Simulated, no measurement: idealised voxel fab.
Module name: voxel trench capacitor (process module)
We display cut, a cross-section 240 nm in width whose square cells are each 5 nm.
Think of the cross-section as a grid of square cells. We describe it in bands, top to bottom, and each band covers one or more rows of those cells. Per band: top height and bottom height in nm, followed by the left-to-right materials and their widths in nm; "edge to edge" marks a single material spanning edge to edge, "air" marks empty space. Height is counted from the level 0, under which the received wafer is composed throughout of one material. The lowest of the bands is not closed at the bottom but continues downward, in the notation "0..down". You'd read "30->40" like this: the band's top row of cells is as wide as the first number, its bottom row is as wide as the second, and going down, every row changes width by the same amount as the row before did. Step marked "nothing changed"? Then no cell in the cross-section changed in it. You'll see "Enclosed void listing" listing empty spaces that have no way open to the top, as long as they're 8 cells or more; the notation is width x height at distance, where the distance is from the left edge, and all of it is in nm. What comes after the settings on a step's line is commentary from the simulator itself on that step. Each step line may optionally specify "overlay nm", which for a step with a mask gives the rightward distance between the mask's planned place and where it lay, a negative value indicating the leftward direction.

-- Below is the list of planned process steps
1) op RECEIVE | material Si
2) op CONFORMAL_DEP | material SiN | thk nm 5
3) op PATTERN | tone open | mask id TRENCH | material resist | width nm 25 | pitch nm 40 | thk nm 15 | overlay nm 0
4) op DIRECTIONAL_ETCH | etch materials SiN | depth nm 5
5) op DIRECTIONAL_ETCH | etch materials Si | depth nm 40
6) op STRIP | etch materials resist
7) op CONFORMAL_DEP | material Al2O3 | thk nm 5
8) op CONFORMAL_DEP | material TiN | thk nm 5
9) op FILL_DEP | material W | thk nm 5
10) op CMP | height nm 5

-- Cross-section of the incoming wafer, state after step 1
- 0..down = Si edge to edge
- Enclosed void listing: none

-- End-of-module cross-section of the first of two wafers, processed as planned
- 5..0 = SiN: 45  Al2O3: 5  TiN: 5  W: 5  TiN: 5  Al2O3: 5  SiN: 15  Al2O3: 5  TiN: 5  W: 5  TiN: 5  Al2O3: 5  SiN: 15  Al2O3: 5  TiN: 5  W: 5  TiN: 5  Al2O3: 5  SiN: 15  Al2O3: 5  TiN: 5  W: 5  TiN: 5  Al2O3: 5  SiN: 50
- 0..-30 = Si: 45  Al2O3: 5  TiN: 5  W: 5  TiN: 5  Al2O3: 5  Si: 15  Al2O3: 5  TiN: 5  W: 5  TiN: 5  Al2O3: 5  Si: 15  Al2O3: 5  TiN: 5  W: 5  TiN: 5  Al2O3: 5  Si: 15  Al2O3: 5  TiN: 5  W: 5  TiN: 5  Al2O3: 5  Si: 50
- -30..-35 = Si: 45  Al2O3: 5  TiN: 15  Al2O3: 5  Si: 15  Al2O3: 5  TiN: 15  Al2O3: 5  Si: 15  Al2O3: 5  TiN: 15  Al2O3: 5  Si: 15  Al2O3: 5  TiN: 15  Al2O3: 5  Si: 50
- -35..-40 = Si: 45  Al2O3: 25  Si: 15  Al2O3: 25  Si: 15  Al2O3: 25  Si: 15  Al2O3: 25  Si: 50
- -40..down = Si edge to edge
- Enclosed void listing: none

-- Now the second wafer, cross-sectioned at the end of the module. Nothing different at the start, nothing different in the plan compared with the first, just one mistake when it was actually run
- 5..0 = W: 35  TiN: 5  Al2O3: 5  SiN: 25  Al2O3: 5  TiN: 5  Al2O3: 5  SiN: 25  Al2O3: 5  TiN: 5  Al2O3: 5  SiN: 25  Al2O3: 5  TiN: 5  Al2O3: 5  SiN: 25  Al2O3: 5  TiN: 5  W: 40
- 0..-30 = W: 35  TiN: 5  Al2O3: 5  Si: 25  Al2O3: 5  TiN: 5  Al2O3: 5  Si: 25  Al2O3: 5  TiN: 5  Al2O3: 5  Si: 25  Al2O3: 5  TiN: 5  Al2O3: 5  Si: 25  Al2O3: 5  TiN: 5  W: 40
- -30..-35 = TiN: 40  Al2O3: 5  Si: 25  Al2O3: 5  TiN: 5  Al2O3: 5  Si: 25  Al2O3: 5  TiN: 5  Al2O3: 5  Si: 25  Al2O3: 5  TiN: 5  Al2O3: 5  Si: 25  Al2O3: 5  TiN: 45
- -35..-40 = Al2O3: 45  Si: 25  Al2O3: 15  Si: 25  Al2O3: 15  Si: 25  Al2O3: 15  Si: 25  Al2O3: 50
- -40..down = Si edge to edge
- Enclosed void listing: none
What was the processing mistake? step 3 was not run as planned; what actually ran was op PATTERN | tone cover | mask id TRENCH | material resist | width nm 25 | pitch nm 40 | thk nm 15 | overlay nm 0
Once processing is complete, comparing cell counts shows that the second wafer has more or fewer of certain materials than the first: Al2O3 +8, Si -64, SiN -8, TiN -13, W +77
